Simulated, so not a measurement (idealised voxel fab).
Process module name: voxel plated lines
The width of the displayed cross-section, cut, is 215 nm; its cells are square, with a size of 5 nm.
A cross-section in this document is a grid of square cells, and it is written down as bands, the top band listed before the ones below it; a band is made up of one or more rows of cells. Quick guide to a band line: top height, bottom height (nm) up front; then every material left to right with its width in nm. Only one material and it's marked "everywhere"? Then it fills the band edge to edge. And "air" just means empty space. We count height from 0. Below that, the starting wafer is all one material. The lowest band never ends at the bottom but goes on down; see "z 0 and below" for how that is written. Top row gets the first number, bottom row gets the second, and each row in between changes by the same step: that is how a band width like "30->40" works. "everything unchanged" (step): cross-section cells unchanged, all of them. "Unvented internal voids" enumerates empty spaces isolated from the top, with no open way to it, that contain at least 8 cells, giving each as width x height at distance from the left edge, all three in nm. Post-settings text on a step line: simulator's own remark regarding the step. A step's line can hold "overlay nm"; with a mask on that step, the setting says how far right of the planned place the mask lay, while a negative setting says it lay to the left.
The following list gives the planned process steps:
1. RECEIVE (material Si)
2. CONFORMAL_DEP (material Al2O3; thk nm 5)
3. DIRECTIONAL_DEP (material TiN; thk nm 5)
4. PATTERN (tone open; mask id LINES; material resist; width nm 25; pitch nm 50; thk nm 30; overlay nm 0)
5. EPI (material Ru; thk nm 5)
6. EPI (material Ru; thk nm 5)
7. STRIP (etch materials resist)
8. DIRECTIONAL_ETCH (etch materials TiN; depth nm 5)
9. CONFORMAL_DEP (material SiO2; thk nm 10)
The first of a set of two wafers, run to plan:
Cross-section of the incoming wafer, state after step 1:
  z 0 and below | Si everywhere
  Unvented internal voids: none
Cross-section of the wafer after step 2:
  z 5 to 0 | Al2O3 everywhere
  Anything lower than 0 is untouched.
Cross-section of the wafer after step 3:
  z 10 to 5 | TiN everywhere
  Anything lower than 5 is untouched.
Cross-section of the wafer after step 4:
  z 40 to 10 | resist (70), air (25), resist (25), air (25), resist (70)
  Anything lower than 10 is untouched.
Cross-section of the wafer after step 5:
  z 40 to 15 | resist (70), air (25), resist (25), air (25), resist (70)
  z 15 to 10 | resist (70), Ru (25), resist (25), Ru (25), resist (70)
  Anything lower than 10 is untouched.
Cross-section of the wafer after step 6:
  z 40 to 20 | resist (70), air (25), resist (25), air (25), resist (70)
  z 20 to 10 | resist (70), Ru (25), resist (25), Ru (25), resist (70)
  Anything lower than 10 is untouched.
Cross-section of the wafer after step 7:
  z 20 to 10 | air (70), Ru (25), air (25), Ru (25), air (70)
  Anything lower than 10 is untouched.
Cross-section of the wafer after step 8:
  z 20 to 10 | air (70), Ru (25), air (25), Ru (25), air (70)
  z 10 to 5 | air (70), TiN (25), air (25), TiN (25), air (70)
  Anything lower than 5 is untouched.
Cross-section of the wafer after step 9:
  z 30 to 20 | air (60), SiO2 (45), air (5), SiO2 (45), air (60)
  z 20 to 15 | air (60), SiO2 (10), Ru (25), SiO2 (10), air (5), SiO2 (10), Ru (25), SiO2 (10), air (60)
  z 15 to 10 | SiO2 (70), Ru (25), SiO2 (25), Ru (25), SiO2 (70)
  z 10 to 5 | SiO2 (70), TiN (25), SiO2 (25), TiN (25), SiO2 (70)
  Anything lower than 5 is untouched.
Wafer two: like wafer one in start and plan, but with one mistake in execution; identical up to and including step 3:
Second wafer profile in section, at the moment step 4 of the plan was meant to be complete:
  z 40 to 10 | resist (75), air (20), resist (30), air (20), resist (70)
  Anything lower than 10 is untouched.
Second wafer profile in section, at the moment step 5 of the plan was meant to be complete:
  z 40 to 15 | resist (75), air (20), resist (30), air (20), resist (70)
  z 15 to 10 | resist (75), Ru (20), resist (30), Ru (20), resist (70)
  Anything lower than 10 is untouched.
Second wafer profile in section, at the moment step 6 of the plan was meant to be complete:
  z 40 to 20 | resist (75), air (20), resist (30), air (20), resist (70)
  z 20 to 10 | resist (75), Ru (20), resist (30), Ru (20), resist (70)
  Anything lower than 10 is untouched.
Second wafer profile in section, at the moment step 7 of the plan was meant to be complete:
  z 20 to 10 | air (75), Ru (20), air (30), Ru (20), air (70)
  Anything lower than 10 is untouched.
Second wafer profile in section, at the moment step 8 of the plan was meant to be complete:
  z 20 to 10 | air (75), Ru (20), air (30), Ru (20), air (70)
  z 10 to 5 | air (75), TiN (20), air (30), TiN (20), air (70)
  Anything lower than 5 is untouched.
Second wafer profile in section, at the moment step 9 of the plan was meant to be complete:
  z 30 to 20 | air (65), SiO2 (40), air (10), SiO2 (40), air (60)
  z 20 to 15 | air (65), SiO2 (10), Ru (20), SiO2 (10), air (10), SiO2 (10), Ru (20), SiO2 (10), air (60)
  z 15 to 10 | SiO2 (75), Ru (20), SiO2 (30), Ru (20), SiO2 (70)
  z 10 to 5 | SiO2 (75), TiN (20), SiO2 (30), TiN (20), SiO2 (70)
  Anything lower than 5 is untouched.
Deviation noted in wafer processing: step 4 ran differently from the plan; actual operation with settings: PATTERN (tone open; mask id LINES; material resist; width nm 20; pitch nm 50; thk nm 30; overlay nm 0)
Final wafer comparison in cells, second versus first, more or fewer per material: Ru -4, TiN -2
